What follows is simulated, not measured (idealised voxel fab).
The process module that follows is named voxel tone inversion.
Shown is cross-section cut, with a width of 155 nm and square cells of size 5 nm.
The cross-sections in this document take the form of a grid made of square cells. They are written out as bands, in order from top to bottom. Each band consists of one or more rows of cells.
Per band: top height and bottom height in nm, followed by the left-to-right materials and their widths in nm; "all across" marks a single material spanning edge to edge, "air" marks empty space.
Heights are reckoned from 0. Under this level, the received wafer is all of one material. The bottommost band is open-ended downward, for example "0 nm and below".
With a width like "30 to 40", each row of cells in the band differs from the next by the same amount, the top row carrying the first number and the bottom row the second.
"remained the same" means the step left every cell of the cross-section as it was.
Entry "Closed-off voids". Content: empty spaces with no open connection to the top, size 8 cells or greater. Each: width x height at distance. Distance: from left edge. Unit: nm.
Where a step's line continues beyond its settings, the continuation is a remark by the simulator itself on that step.
overlay nm, on a step with a mask: how far to the right of its planned place the mask lay; to the left if negative
So the way this works: pairs, before and after one process step. The after picture only goes down to the lowest band that actually changed, nothing below. Step and its settings are under each pair. And watch out, pairs might come from different runs of this module, same starting wafer though, so a pair only follows on from the one above if its "Pre-step geometry" entry tells you so.

[Pre-step geometry]
	0 nm and below: Si all across
	Closed-off voids: none

[State After Step]
	5 nm to 0 nm: SiN all across
	Below a height of 0, the structure has not been altered.
	Closed-off voids: none
So what happens between those two cross-sections up there? CONFORMAL_DEP | material SiN | thk nm 5

Pre-step geometry: The cross-section prior to this step is the one presented after the step of the pair immediately above.

[State After Step]
	30 nm to 5 nm: polySi all across
	Below a height of 5, the structure has not been altered.
	Closed-off voids: none
So what happens between those two cross-sections up there? DIRECTIONAL_DEP | material polySi | thk nm 25

Pre-step geometry: The cross-section prior to this step is the one presented after the step of the pair immediately above.

[State After Step]
	65 nm to 30 nm: air=15 / resist=25 / air=25 / resist=25 / air=25 / resist=25 / air=15
	Below a height of 30, the structure has not been altered.
	Closed-off voids: none
So what happens between those two cross-sections up there? PATTERN | tone cover | mask id POSTS | material resist | width nm 25 | pitch nm 50 | thk nm 35 | overlay nm 0

Pre-step geometry: The cross-section prior to this step is the one presented after the step of the pair immediately above.

[State After Step]
	65 nm to 30 nm: air=15 / resist=25 / air=25 / resist=25 / air=25 / resist=25 / air=15
	30 nm to 5 nm: air=15 / polySi=25 / air=25 / polySi=25 / air=25 / polySi=25 / air=15
	Below a height of 5, the structure has not been altered.
	Closed-off voids: none
So what happens between those two cross-sections up there? DIRECTIONAL_ETCH | etch materials polySi | depth nm 25

Pre-step geometry: The cross-section prior to this step is the one presented after the step of the pair immediately above.

[State After Step]
	30 nm to 5 nm: air=15 / polySi=25 / air=25 / polySi=25 / air=25 / polySi=25 / air=15
	Below a height of 5, the structure has not been altered.
	Closed-off voids: none
So what happens between those two cross-sections up there? STRIP | etch materials resist

Pre-step geometry: The cross-section prior to this step is the one presented after the step of the pair immediately above.

[State After Step]
	35 nm to 30 nm: lowk all across
	30 nm to 5 nm: lowk=15 / polySi=25 / lowk=25 / polySi=25 / lowk=25 / polySi=25 / lowk=15
	Below a height of 5, the structure has not been altered.
	Closed-off voids: none
So what happens between those two cross-sections up there? FILL_DEP | material lowk | thk nm 5

Pre-step geometry: The cross-section prior to this step is the one presented after the step of the pair immediately above.

[State After Step]
	30 nm to 5 nm: lowk=15 / polySi=25 / lowk=25 / polySi=25 / lowk=25 / polySi=25 / lowk=15
	Below a height of 5, the structure has not been altered.
	Closed-off voids: none
So what happens between those two cross-sections up there? CMP | height nm 30

Pre-step geometry: The cross-section prior to this step is the one presented after the step of the pair immediately above.

[State After Step]
	30 nm to 5 nm: lowk=15 / air=25 / lowk=25 / air=25 / lowk=25 / air=25 / lowk=15
	Below a height of 5, the structure has not been altered.
	Closed-off voids: none
So what happens between those two cross-sections up there? STRIP | etch materials polySi

Pre-step geometry: The cross-section prior to this step is the one presented after the step of the pair immediately above.

[State After Step]
	35 nm to 30 nm: TiN=20 / air=15 / TiN=35 / air=15 / TiN=35 / air=15 / TiN=20
	30 nm to 10 nm: lowk=15 / TiN=5 / air=15 / TiN=5 / lowk=25 / TiN=5 / air=15 / TiN=5 / lowk=25 / TiN=5 / air=15 / TiN=5 / lowk=15
	10 nm to 5 nm: lowk=15 / TiN=25 / lowk=25 / TiN=25 / lowk=25 / TiN=25 / lowk=15
	Below a height of 5, the structure has not been altered.
	Closed-off voids: none
So what happens between those two cross-sections up there? CONFORMAL_DEP | material TiN | thk nm 5

Pre-step geometry: The cross-section prior to this step is the one presented after the step of the pair immediately above.

[State After Step]
	45 nm to 35 nm: Ru all across
	35 nm to 30 nm: TiN=20 / Ru=15 / TiN=35 / Ru=15 / TiN=35 / Ru=15 / TiN=20
	30 nm to 10 nm: lowk=15 / TiN=5 / Ru=15 / TiN=5 / lowk=25 / TiN=5 / Ru=15 / TiN=5 / lowk=25 / TiN=5 / Ru=15 / TiN=5 / lowk=15
	Below a height of 10, the structure has not been altered.
	Closed-off voids: none
So what happens between those two cross-sections up there? FILL_DEP | material Ru | thk nm 10

Pre-step geometry: The cross-section prior to this step is the one presented after the step of the pair immediately above.

[State After Step]
	30 nm to 10 nm: lowk=15 / TiN=5 / Ru=15 / TiN=5 / lowk=25 / TiN=5 / Ru=15 / TiN=5 / lowk=25 / TiN=5 / Ru=15 / TiN=5 / lowk=15
	Below a height of 10, the structure has not been altered.
	Closed-off voids: none
So what happens between those two cross-sections up there? CMP | height nm 30

Pre-step geometry: The cross-section prior to this step is the one presented after the step of the pair immediately above.

[State After Step]
	35 nm to 30 nm: SiN all across
	Below a height of 30, the structure has not been altered.
	Closed-off voids: none
So what happens between those two cross-sections up there? CONFORMAL_DEP | material SiN | thk nm 5

[Pre-step geometry]
	0 nm and below: Si all across
	Closed-off voids: none

[State After Step]
	25 nm to 0 nm: polySi all across
	Below a height of 0, the structure has not been altered.
	Closed-off voids: none
So what happens between those two cross-sections up there? DIRECTIONAL_DEP | material polySi | thk nm 25

Pre-step geometry: The cross-section prior to this step is the one presented after the step of the pair immediately above.

[State After Step]
	60 nm to 25 nm: air=15 / resist=25 / air=25 / resist=25 / air=25 / resist=25 / air=15
	Below a height of 25, the structure has not been altered.
	Closed-off voids: none
So what happens between those two cross-sections up there? PATTERN | tone cover | mask id POSTS | material resist | width nm 25 | pitch nm 50 | thk nm 35 | overlay nm 0

Pre-step geometry: The cross-section prior to this step is the one presented after the step of the pair immediately above.

[State After Step]
	60 nm to 25 nm: air=15 / resist=25 / air=25 / resist=25 / air=25 / resist=25 / air=15
	25 nm to 0 nm: air=15 / polySi=25 / air=25 / polySi=25 / air=25 / polySi=25 / air=15
	Below a height of 0, the structure has not been altered.
	Closed-off voids: none
So what happens between those two cross-sections up there? DIRECTIONAL_ETCH | etch materials polySi | depth nm 25

Pre-step geometry: The cross-section prior to this step is the one presented after the step of the pair immediately above.

[State After Step]
	25 nm to 0 nm: air=15 / polySi=25 / air=25 / polySi=25 / air=25 / polySi=25 / air=15
	Below a height of 0, the structure has not been altered.
	Closed-off voids: none
So what happens between those two cross-sections up there? STRIP | etch materials resist

Pre-step geometry: The cross-section prior to this step is the one presented after the step of the pair immediately above.

[State After Step]
	30 nm to 25 nm: lowk all across
	25 nm to 0 nm: lowk=15 / polySi=25 / lowk=25 / polySi=25 / lowk=25 / polySi=25 / lowk=15
	Below a height of 0, the structure has not been altered.
	Closed-off voids: none
So what happens between those two cross-sections up there? FILL_DEP | material lowk | thk nm 5

Pre-step geometry: The cross-section prior to this step is the one presented after the step of the pair immediately above.

[State After Step]
	35 nm to 30 nm: TiN all across
	Below a height of 30, the structure has not been altered.
	Closed-off voids: none
So what happens between those two cross-sections up there? CONFORMAL_DEP | material TiN | thk nm 5

Pre-step geometry: The cross-section prior to this step is the one presented after the step of the pair immediately above.

[State After Step]
	45 nm to 35 nm: Ru all across
	Below a height of 35, the structure has not been altered.
	Closed-off voids: none
So what happens between those two cross-sections up there? FILL_DEP | material Ru | thk nm 10

Pre-step geometry: The cross-section prior to this step is the one presented after the step of the pair immediately above.

[State After Step]
	30 nm to 25 nm: lowk all across
	Below a height of 25, the structure has not been altered.
	Closed-off voids: none
So what happens between those two cross-sections up there? CMP | height nm 30

Pre-step geometry: The cross-section prior to this step is the one presented after the step of the pair immediately above.

[State After Step]
	35 nm to 30 nm: SiN all across
	Below a height of 30, the structure has not been altered.
	Closed-off voids: none
So what happens between those two cross-sections up there? CONFORMAL_DEP | material SiN | thk nm 5

[Pre-step geometry]
	25 nm to 0 nm: polySi all across
	0 nm and below: Si all across
	Closed-off voids: none

[State After Step]
	30 nm to 25 nm: SiN all across
	Below a height of 25, the structure has not been altered.
	Closed-off voids: none
So what happens between those two cross-sections up there? CONFORMAL_DEP | material SiN | thk nm 5

Pre-step geometry: The cross-section prior to this step is the one presented after the step of the pair immediately above.

[State After Step]
	65 nm to 30 nm: air=15 / resist=25 / air=25 / resist=25 / air=25 / resist=25 / air=15
	Below a height of 30, the structure has not been altered.
	Closed-off voids: none
So what happens between those two cross-sections up there? PATTERN | tone cover | mask id POSTS | material resist | width nm 25 | pitch nm 50 | thk nm 35 | overlay nm 0

Pre-step geometry: The cross-section prior to this step is the one presented after the step of the pair immediately above.

[State After Step]
	30 nm to 25 nm: SiN all across
	Below a height of 25, the structure has not been altered.
	Closed-off voids: none
So what happens between those two cross-sections up there? STRIP | etch materials resist

Pre-step geometry: The cross-section prior to this step is the one presented after the step of the pair immediately above.

[State After Step]
	35 nm to 30 nm: lowk all across
	Below a height of 30, the structure has not been altered.
	Closed-off voids: none
So what happens between those two cross-sections up there? FILL_DEP | material lowk | thk nm 5

Pre-step geometry: The cross-section prior to this step is the one presented after the step of the pair immediately above.

[State After Step]
	30 nm to 25 nm: SiN all across
	Below a height of 25, the structure has not been altered.
	Closed-off voids: none
So what happens between those two cross-sections up there? CMP | height nm 30

Pre-step geometry: The cross-section prior to this step is the one presented after the step of the pair immediately above.

[State After Step]
	35 nm to 30 nm: TiN all across
	Below a height of 30, the structure has not been altered.
	Closed-off voids: none
So what happens between those two cross-sections up there? CONFORMAL_DEP | material TiN | thk nm 5

Pre-step geometry: The cross-section prior to this step is the one presented after the step of the pair immediately above.

[State After Step]
	45 nm to 35 nm: Ru all across
	Below a height of 35, the structure has not been altered.
	Closed-off voids: none
So what happens between those two cross-sections up there? FILL_DEP | material Ru | thk nm 10

Pre-step geometry: The cross-section prior to this step is the one presented after the step of the pair immediately above.

[State After Step]
	30 nm to 25 nm: SiN all across
	Below a height of 25, the structure has not been altered.
	Closed-off voids: none
So what happens between those two cross-sections up there? CMP | height nm 30

Pre-step geometry: The cross-section prior to this step is the one presented after the step of the pair immediately above.

[State After Step]
	35 nm to 25 nm: SiN all across
	Below a height of 25, the structure has not been altered.
	Closed-off voids: none
So what happens between those two cross-sections up there? CONFORMAL_DEP | material SiN | thk nm 5

[Pre-step geometry]
	0 nm and below: Si all across
	Closed-off voids: none

[State After Step]
	15 nm to 0 nm: SiN all across
	Below a height of 0, the structure has not been altered.
	Closed-off voids: none
So what happens between those two cross-sections up there? CONFORMAL_DEP | material SiN | thk nm 15

Pre-step geometry: The cross-section prior to this step is the one presented after the step of the pair immediately above.

[State After Step]
	40 nm to 15 nm: polySi all across
	Below a height of 15, the structure has not been altered.
	Closed-off voids: none
So what happens between those two cross-sections up there? DIRECTIONAL_DEP | material polySi | thk nm 25

Pre-step geometry: The cross-section prior to this step is the one presented after the step of the pair immediately above.

[State After Step]
	75 nm to 40 nm: air=15 / resist=25 / air=25 / resist=25 / air=25 / resist=25 / air=15
	Below a height of 40, the structure has not been altered.
	Closed-off voids: none
So what happens between those two cross-sections up there? PATTERN | tone cover | mask id POSTS | material resist | width nm 25 | pitch nm 50 | thk nm 35 | overlay nm 0

Pre-step geometry: The cross-section prior to this step is the one presented after the step of the pair immediately above.

[State After Step]
	75 nm to 40 nm: air=15 / resist=25 / air=25 / resist=25 / air=25 / resist=25 / air=15
	40 nm to 15 nm: air=15 / polySi=25 / air=25 / polySi=25 / air=25 / polySi=25 / air=15
	Below a height of 15, the structure has not been altered.
	Closed-off voids: none
So what happens between those two cross-sections up there? DIRECTIONAL_ETCH | etch materials polySi | depth nm 25

Pre-step geometry: The cross-section prior to this step is the one presented after the step of the pair immediately above.

[State After Step]
	40 nm to 15 nm: air=15 / polySi=25 / air=25 / polySi=25 / air=25 / polySi=25 / air=15
	Below a height of 15, the structure has not been altered.
	Closed-off voids: none
So what happens between those two cross-sections up there? STRIP | etch materials resist

Pre-step geometry: The cross-section prior to this step is the one presented after the step of the pair immediately above.

[State After Step]
	45 nm to 40 nm: lowk all across
	40 nm to 15 nm: lowk=15 / polySi=25 / lowk=25 / polySi=25 / lowk=25 / polySi=25 / lowk=15
	Below a height of 15, the structure has not been altered.
	Closed-off voids: none
So what happens between those two cross-sections up there? FILL_DEP | material lowk | thk nm 5

Pre-step geometry: The cross-section prior to this step is the one presented after the step of the pair immediately above.

[State After Step]
	30 nm to 15 nm: lowk=15 / polySi=25 / lowk=25 / polySi=25 / lowk=25 / polySi=25 / lowk=15
	Below a height of 15, the structure has not been altered.
	Closed-off voids: none
So what happens between those two cross-sections up there? CMP | height nm 30

Pre-step geometry: The cross-section prior to this step is the one presented after the step of the pair immediately above.

[State After Step]
	30 nm to 15 nm: lowk=15 / air=25 / lowk=25 / air=25 / lowk=25 / air=25 / lowk=15
	Below a height of 15, the structure has not been altered.
	Closed-off voids: none
So what happens between those two cross-sections up there? STRIP | etch materials polySi

Pre-step geometry: The cross-section prior to this step is the one presented after the step of the pair immediately above.

[State After Step]
	35 nm to 30 nm: TiN=20 / air=15 / TiN=35 / air=15 / TiN=35 / air=15 / TiN=20
	30 nm to 20 nm: lowk=15 / TiN=5 / air=15 / TiN=5 / lowk=25 / TiN=5 / air=15 / TiN=5 / lowk=25 / TiN=5 / air=15 / TiN=5 / lowk=15
	20 nm to 15 nm: lowk=15 / TiN=25 / lowk=25 / TiN=25 / lowk=25 / TiN=25 / lowk=15
	Below a height of 15, the structure has not been altered.
	Closed-off voids: none
So what happens between those two cross-sections up there? CONFORMAL_DEP | material TiN | thk nm 5

Pre-step geometry: The cross-section prior to this step is the one presented after the step of the pair immediately above.

[State After Step]
	45 nm to 35 nm: Ru all across
	35 nm to 30 nm: TiN=20 / Ru=15 / TiN=35 / Ru=15 / TiN=35 / Ru=15 / TiN=20
	30 nm to 20 nm: lowk=15 / TiN=5 / Ru=15 / TiN=5 / lowk=25 / TiN=5 / Ru=15 / TiN=5 / lowk=25 / TiN=5 / Ru=15 / TiN=5 / lowk=15
	Below a height of 20, the structure has not been altered.
	Closed-off voids: none
So what happens between those two cross-sections up there? FILL_DEP | material Ru | thk nm 10

Pre-step geometry: The cross-section prior to this step is the one presented after the step of the pair immediately above.

[State After Step]
	30 nm to 20 nm: lowk=15 / TiN=5 / Ru=15 / TiN=5 / lowk=25 / TiN=5 / Ru=15 / TiN=5 / lowk=25 / TiN=5 / Ru=15 / TiN=5 / lowk=15
	Below a height of 20, the structure has not been altered.
	Closed-off voids: none
So what happens between those two cross-sections up there? CMP | height nm 30

Pre-step geometry: The cross-section prior to this step is the one presented after the step of the pair immediately above.

[State After Step]
	35 nm to 30 nm: SiN all across
	Below a height of 30, the structure has not been altered.
	Closed-off voids: none
So what happens between those two cross-sections up there? CONFORMAL_DEP | material SiN | thk nm 5

[Pre-step geometry]
	30 nm to 5 nm: polySi all across
	5 nm to 0 nm: SiN all across
	0 nm and below: Si all across
	Closed-off voids: none

[State After Step]
	65 nm to 30 nm: air=20 / resist=20 / air=30 / resist=20 / air=30 / resist=20 / air=15
	Below a height of 30, the structure has not been altered.
	Closed-off voids: none
So what happens between those two cross-sections up there? PATTERN | tone cover | mask id POSTS | material resist | width nm 20 | pitch nm 50 | thk nm 35 | overlay nm 0

Pre-step geometry: The cross-section prior to this step is the one presented after the step of the pair immediately above.

[State After Step]
	65 nm to 30 nm: air=20 / resist=20 / air=30 / resist=20 / air=30 / resist=20 / air=15
	30 nm to 5 nm: air=20 / polySi=20 / air=30 / polySi=20 / air=30 / polySi=20 / air=15
	Below a height of 5, the structure has not been altered.
	Closed-off voids: none
So what happens between those two cross-sections up there? DIRECTIONAL_ETCH | etch materials polySi | depth nm 25

Pre-step geometry: The cross-section prior to this step is the one presented after the step of the pair immediately above.

[State After Step]
	30 nm to 5 nm: air=20 / polySi=20 / air=30 / polySi=20 / air=30 / polySi=20 / air=15
	Below a height of 5, the structure has not been altered.
	Closed-off voids: none
So what happens between those two cross-sections up there? STRIP | etch materials resist

Pre-step geometry: The cross-section prior to this step is the one presented after the step of the pair immediately above.

[State After Step]
	35 nm to 30 nm: lowk all across
	30 nm to 5 nm: lowk=20 / polySi=20 / lowk=30 / polySi=20 / lowk=30 / polySi=20 / lowk=15
	Below a height of 5, the structure has not been altered.
	Closed-off voids: none
So what happens between those two cross-sections up there? FILL_DEP | material lowk | thk nm 5

Pre-step geometry: The cross-section prior to this step is the one presented after the step of the pair immediately above.

[State After Step]
	30 nm to 5 nm: lowk=20 / polySi=20 / lowk=30 / polySi=20 / lowk=30 / polySi=20 / lowk=15
	Below a height of 5, the structure has not been altered.
	Closed-off voids: none
So what happens between those two cross-sections up there? CMP | height nm 30

Pre-step geometry: The cross-section prior to this step is the one presented after the step of the pair immediately above.

[State After Step]
	30 nm to 5 nm: lowk=20 / air=20 / lowk=30 / air=20 / lowk=30 / air=20 / lowk=15
	Below a height of 5, the structure has not been altered.
	Closed-off voids: none
So what happens between those two cross-sections up there? STRIP | etch materials polySi

Pre-step geometry: The cross-section prior to this step is the one presented after the step of the pair immediately above.

[State After Step]
	35 nm to 30 nm: TiN=25 / air=10 / TiN=40 / air=10 / TiN=40 / air=10 / TiN=20
	30 nm to 10 nm: lowk=20 / TiN=5 / air=10 / TiN=5 / lowk=30 / TiN=5 / air=10 / TiN=5 / lowk=30 / TiN=5 / air=10 / TiN=5 / lowk=15
	10 nm to 5 nm: lowk=20 / TiN=20 / lowk=30 / TiN=20 / lowk=30 / TiN=20 / lowk=15
	Below a height of 5, the structure has not been altered.
	Closed-off voids: none
So what happens between those two cross-sections up there? CONFORMAL_DEP | material TiN | thk nm 5

Pre-step geometry: The cross-section prior to this step is the one presented after the step of the pair immediately above.

[State After Step]
	45 nm to 35 nm: Ru all across
	35 nm to 30 nm: TiN=25 / Ru=10 / TiN=40 / Ru=10 / TiN=40 / Ru=10 / TiN=20
	30 nm to 10 nm: lowk=20 / TiN=5 / Ru=10 / TiN=5 / lowk=30 / TiN=5 / Ru=10 / TiN=5 / lowk=30 / TiN=5 / Ru=10 / TiN=5 / lowk=15
	Below a height of 10, the structure has not been altered.
	Closed-off voids: none
So what happens between those two cross-sections up there? FILL_DEP | material Ru | thk nm 10

Pre-step geometry: The cross-section prior to this step is the one presented after the step of the pair immediately above.

[State After Step]
	30 nm to 10 nm: lowk=20 / TiN=5 / Ru=10 / TiN=5 / lowk=30 / TiN=5 / Ru=10 / TiN=5 / lowk=30 / TiN=5 / Ru=10 / TiN=5 / lowk=15
	Below a height of 10, the structure has not been altered.
	Closed-off voids: none
So what happens between those two cross-sections up there? CMP | height nm 30

Pre-step geometry: The cross-section prior to this step is the one presented after the step of the pair immediately above.

[State After Step]
	35 nm to 30 nm: SiN all across
	Below a height of 30, the structure has not been altered.
	Closed-off voids: none
So what happens between those two cross-sections up there? CONFORMAL_DEP | material SiN | thk nm 5

[Pre-step geometry]
	5 nm to 0 nm: SiN all across
	0 nm and below: Si all across
	Closed-off voids: none

[State After Step]
	30 nm to 5 nm: TiN all across
	Below a height of 5, the structure has not been altered.
	Closed-off voids: none
So what happens between those two cross-sections up there? DIRECTIONAL_DEP | material TiN | thk nm 25

Pre-step geometry: The cross-section prior to this step is the one presented after the step of the pair immediately above.

[State After Step]
	65 nm to 30 nm: air=15 / resist=25 / air=25 / resist=25 / air=25 / resist=25 / air=15
	Below a height of 30, the structure has not been altered.
	Closed-off voids: none
So what happens between those two cross-sections up there? PATTERN | tone cover | mask id POSTS | material resist | width nm 25 | pitch nm 50 | thk nm 35 | overlay nm 0

Pre-step geometry: The cross-section prior to this step is the one presented after the step of the pair immediately above.

[State After Step]
	30 nm to 5 nm: TiN all across
	Below a height of 5, the structure has not been altered.
	Closed-off voids: none
So what happens between those two cross-sections up there? STRIP | etch materials resist

Pre-step geometry: The cross-section prior to this step is the one presented after the step of the pair immediately above.

[State After Step]
	35 nm to 30 nm: lowk all across
	Below a height of 30, the structure has not been altered.
	Closed-off voids: none
So what happens between those two cross-sections up there? FILL_DEP | material lowk | thk nm 5

Pre-step geometry: The cross-section prior to this step is the one presented after the step of the pair immediately above.

[State After Step]
	30 nm to 5 nm: TiN all across
	Below a height of 5, the structure has not been altered.
	Closed-off voids: none
So what happens between those two cross-sections up there? CMP | height nm 30

Pre-step geometry: The cross-section prior to this step is the one presented after the step of the pair immediately above.

[State After Step]
	35 nm to 5 nm: TiN all across
	Below a height of 5, the structure has not been altered.
	Closed-off voids: none
So what happens between those two cross-sections up there? CONFORMAL_DEP | material TiN | thk nm 5

Pre-step geometry: The cross-section prior to this step is the one presented after the step of the pair immediately above.

[State After Step]
	45 nm to 35 nm: Ru all across
	Below a height of 35, the structure has not been altered.
	Closed-off voids: none
So what happens between those two cross-sections up there? FILL_DEP | material Ru | thk nm 10

Pre-step geometry: The cross-section prior to this step is the one presented after the step of the pair immediately above.

[State After Step]
	30 nm to 5 nm: TiN all across
	Below a height of 5, the structure has not been altered.
	Closed-off voids: none
So what happens between those two cross-sections up there? CMP | height nm 30

Pre-step geometry: The cross-section prior to this step is the one presented after the step of the pair immediately above.

[State After Step]
	35 nm to 30 nm: SiN all across
	Below a height of 30, the structure has not been altered.
	Closed-off voids: none
So what happens between those two cross-sections up there? CONFORMAL_DEP | material SiN | thk nm 5

[Pre-step geometry]
	30 nm to 5 nm: polySi all across
	5 nm to 0 nm: SiN all across
	0 nm and below: Si all across
	Closed-off voids: none

[State After Step]
	65 nm to 30 nm: resist=15 / air=25 / resist=25 / air=25 / resist=25 / air=25 / resist=15
	Below a height of 30, the structure has not been altered.
	Closed-off voids: none
So what happens between those two cross-sections up there? PATTERN | tone open | mask id POSTS | material resist | width nm 25 | pitch nm 50 | thk nm 35 | overlay nm 0

Pre-step geometry: The cross-section prior to this step is the one presented after the step of the pair immediately above.

[State After Step]
	65 nm to 30 nm: resist=15 / air=25 / resist=25 / air=25 / resist=25 / air=25 / resist=15
	30 nm to 5 nm: polySi=15 / air=25 / polySi=25 / air=25 / polySi=25 / air=25 / polySi=15
	Below a height of 5, the structure has not been altered.
	Closed-off voids: none
So what happens between those two cross-sections up there? DIRECTIONAL_ETCH | etch materials polySi | depth nm 25

Pre-step geometry: The cross-section prior to this step is the one presented after the step of the pair immediately above.

[State After Step]
	30 nm to 5 nm: polySi=15 / air=25 / polySi=25 / air=25 / polySi=25 / air=25 / polySi=15
	Below a height of 5, the structure has not been altered.
	Closed-off voids: none
So what happens between those two cross-sections up there? STRIP | etch materials resist

Pre-step geometry: The cross-section prior to this step is the one presented after the step of the pair immediately above.

[State After Step]
	35 nm to 30 nm: lowk all across
	30 nm to 5 nm: polySi=15 / lowk=25 / polySi=25 / lowk=25 / polySi=25 / lowk=25 / polySi=15
	Below a height of 5, the structure has not been altered.
	Closed-off voids: none
So what happens between those two cross-sections up there? FILL_DEP | material lowk | thk nm 5

Pre-step geometry: The cross-section prior to this step is the one presented after the step of the pair immediately above.

[State After Step]
	30 nm to 5 nm: polySi=15 / lowk=25 / polySi=25 / lowk=25 / polySi=25 / lowk=25 / polySi=15
	Below a height of 5, the structure has not been altered.
	Closed-off voids: none
So what happens between those two cross-sections up there? CMP | height nm 30

Pre-step geometry: The cross-section prior to this step is the one presented after the step of the pair immediately above.

[State After Step]
	30 nm to 5 nm: air=15 / lowk=25 / air=25 / lowk=25 / air=25 / lowk=25 / air=15
	Below a height of 5, the structure has not been altered.
	Closed-off voids: none
So what happens between those two cross-sections up there? STRIP | etch materials polySi

Pre-step geometry: The cross-section prior to this step is the one presented after the step of the pair immediately above.

[State After Step]
	35 nm to 30 nm: air=10 / TiN=35 / air=15 / TiN=35 / air=15 / TiN=35 / air=10
	30 nm to 10 nm: air=10 / TiN=5 / lowk=25 / TiN=5 / air=15 / TiN=5 / lowk=25 / TiN=5 / air=15 / TiN=5 / lowk=25 / TiN=5 / air=10
	10 nm to 5 nm: TiN=15 / lowk=25 / TiN=25 / lowk=25 / TiN=25 / lowk=25 / TiN=15
	Below a height of 5, the structure has not been altered.
	Closed-off voids: none
So what happens between those two cross-sections up there? CONFORMAL_DEP | material TiN | thk nm 5

Pre-step geometry: The cross-section prior to this step is the one presented after the step of the pair immediately above.

[State After Step]
	45 nm to 35 nm: Ru all across
	35 nm to 30 nm: Ru=10 / TiN=35 / Ru=15 / TiN=35 / Ru=15 / TiN=35 / Ru=10
	30 nm to 10 nm: Ru=10 / TiN=5 / lowk=25 / TiN=5 / Ru=15 / TiN=5 / lowk=25 / TiN=5 / Ru=15 / TiN=5 / lowk=25 / TiN=5 / Ru=10
	Below a height of 10, the structure has not been altered.
	Closed-off voids: none
So what happens between those two cross-sections up there? FILL_DEP | material Ru | thk nm 10

Pre-step geometry: The cross-section prior to this step is the one presented after the step of the pair immediately above.

[State After Step]
	30 nm to 10 nm: Ru=10 / TiN=5 / lowk=25 / TiN=5 / Ru=15 / TiN=5 / lowk=25 / TiN=5 / Ru=15 / TiN=5 / lowk=25 / TiN=5 / Ru=10
	Below a height of 10, the structure has not been altered.
	Closed-off voids: none
So what happens between those two cross-sections up there? CMP | height nm 30

Pre-step geometry: The cross-section prior to this step is the one presented after the step of the pair immediately above.

[State After Step]
	35 nm to 30 nm: SiN all across
	Below a height of 30, the structure has not been altered.
	Closed-off voids: none
So what happens between those two cross-sections up there? CONFORMAL_DEP | material SiN | thk nm 5
